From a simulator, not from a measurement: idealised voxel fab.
process module | voxel self aligned vias
cross-section cut | 235 nm wide | cells 5 nm
A cross-section is a grid of square cells, given in bands from the top down. A band is one or more rows of cells.
Each band's line starts with the height of the band's top and of its bottom, in nm. Then come its materials from left to right, each with its width in nm. One material with "throughout" fills the band from edge to edge. "air" is empty space.
Height 0 is the level under which the wafer as received is all one material. The lowest band goes on downwards, as in "0 down".
A width such as "30 to 40" changes by the same amount from each row of cells to the next, from the band's top row to its bottom row.
"no change" after a step means that no cell of the cross-section changed.
closed voids: empty space of 8 cells or more with no open way to the top, each as width x height at its distance from the left edge, in nm
after a step's settings: what the simulator itself notes on the step
overlay nm, on a step with a mask: how far to the right of its planned place the mask lay; to the left if negative
plan
1 op RECEIVE | material Si
2 op CONFORMAL_DEP | material SiO2 | thk nm 15
3 op CONFORMAL_DEP | material SiCN | thk nm 5
4 op DIRECTIONAL_DEP | material lowk | thk nm 30
5 op DIRECTIONAL_DEP | material aC | thk nm 15
6 op PATTERN | tone open | mask id LINES | material resist | width nm 20 | pitch nm 60 | thk nm 35 | overlay nm 0
7 op DIRECTIONAL_ETCH | etch materials aC | depth nm 15
8 op STRIP | etch materials resist
9 op DIRECTIONAL_ETCH | etch materials lowk | depth nm 30
10 op STRIP | etch materials aC
11 op CONFORMAL_DEP | material TiN | thk nm 5
12 op FILL_DEP | material Ru | thk nm 5
13 op CMP | height nm 50
14 op SELECTIVE_ETCH | etch materials W Ru TiN | depth nm 5
15 op FILL_DEP | material SiN | thk nm 5
16 op CMP | height nm 50
17 op DIRECTIONAL_DEP | material lowk | thk nm 20
18 op PATTERN | tone open | mask id VIAS | material resist | width nm 30 | pitch nm 60 | thk nm 15 | overlay nm -15
19 op DIRECTIONAL_ETCH | etch materials lowk | depth nm 20
20 op DIRECTIONAL_ETCH | etch materials SiN | depth nm 5
21 op STRIP | etch materials resist
22 op CONFORMAL_DEP | material TiN | thk nm 5
23 op FILL_DEP | material Cu | thk nm 10
24 op CMP | height nm 70
25 op CONFORMAL_DEP | material SiCN | thk nm 5
varied across the wafers: overlay nm of step 18. The plan shows the first wafer's value. All wafers start alike
first wafer as received, after step 1
  0 down: Si throughout
  closed voids: none
each wafer at the end: cells of each material gained (+) or lost (-) since it was received, then its closed voids
overlay nm -15 | +24 Cu | +16 Ru | +94 SiCN | +4 SiN | +141 SiO2 | +52 TiN | +374 lowk | closed voids: none
overlay nm -10 | +26 Cu | +16 Ru | +94 SiCN | +2 SiN | +141 SiO2 | +52 TiN | +374 lowk | closed voids: none
overlay nm -5 | +28 Cu | +16 Ru | +94 SiCN | +141 SiO2 | +52 TiN | +374 lowk | closed voids: none
overlay nm 0 | +28 Cu | +16 Ru | +94 SiCN | +141 SiO2 | +52 TiN | +374 lowk | closed voids: none
overlay nm 5 | +28 Cu | +16 Ru | +94 SiCN | +141 SiO2 | +52 TiN | +374 lowk | closed voids: none
overlay nm 10 | +26 Cu | +16 Ru | +94 SiCN | +2 SiN | +141 SiO2 | +52 TiN | +374 lowk | closed voids: none
overlay nm 15 | +24 Cu | +16 Ru | +94 SiCN | +4 SiN | +141 SiO2 | +52 TiN | +374 lowk | closed voids: none
